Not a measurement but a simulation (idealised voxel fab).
This is a process module. Its name is voxel tone inversion.
It is cross-section cut that appears here, measuring 140 nm in width, its square cells being 5 nm in size.
Heads up, the way a cross-section reads in here is a grid of square cells, handed over as bands from the top down, with every band being one or more rows of cells. Heights first: top, then bottom, in nm. Then materials, left to right, each with a width in nm. "full width" on a single material: fills the band edge to edge. "air": empty space. Height is counted from the level 0, under which the received wafer is composed throughout of one material. The lowest of the bands is not closed at the bottom but continues downward, in the notation "0..down". With a width like "30 to 40", each row of cells in the band differs from the next by the same amount, the top row carrying the first number and the bottom row the second. "nothing different" means the step left every cell of the cross-section as it was. "Enclosed voids" means: voids of 8 cells or more that are shut off from the top with no open way through. Written width x height at distance, distance from the left edge, in nm. If you see something after the settings on a step's line, that's the simulator's own remark about that step. Among the settings permitted on a step's line is "overlay nm"; applied to a step with a mask, it specifies the extent to which the mask lay to the right of its planned position, whereas a negative figure signifies a position to the left.
The following list gives the planned process steps:
1 RECEIVE, material Si
2 CONFORMAL_DEP, material SiCN, thk nm 10
3 DIRECTIONAL_DEP, material aC, thk nm 20
4 PATTERN, tone cover, mask id POSTS, material resist, width nm 15, pitch nm 45, thk nm 30, overlay nm 0
5 DIRECTIONAL_ETCH, etch materials aC, depth nm 20
6 STRIP, etch materials resist
7 FILL_DEP, material lowk, thk nm 5
8 CMP, height nm 30
9 STRIP, etch materials aC
As-received wafer cross-section (after step 1):
    0..down  Si full width
    Enclosed voids: none
Sectioned view, first of two wafers, at the close of the module, processed as intended in the plan:
    30..10  lowk=40 | air=15 | lowk=30 | air=15 | lowk=40
    10..0  SiCN full width
    0..down  Si full width
    Enclosed voids: none
Cross-section at end of module for the second wafer of two, which matched the first in starting point and plan and differed by one mistake in its processing:
    30..10  lowk=30 | air=15 | lowk=30 | air=15 | lowk=50
    10..0  SiCN full width
    0..down  Si full width
    Enclosed voids: none
What was the processing mistake? step 4 deviated from plan and actually ran as PATTERN, tone cover, mask id POSTS, material resist, width nm 15, pitch nm 45, thk nm 30, overlay nm -10
At the end, each material covers as many cells on the second wafer as it does on the first, though the cells it covers are elsewhere.
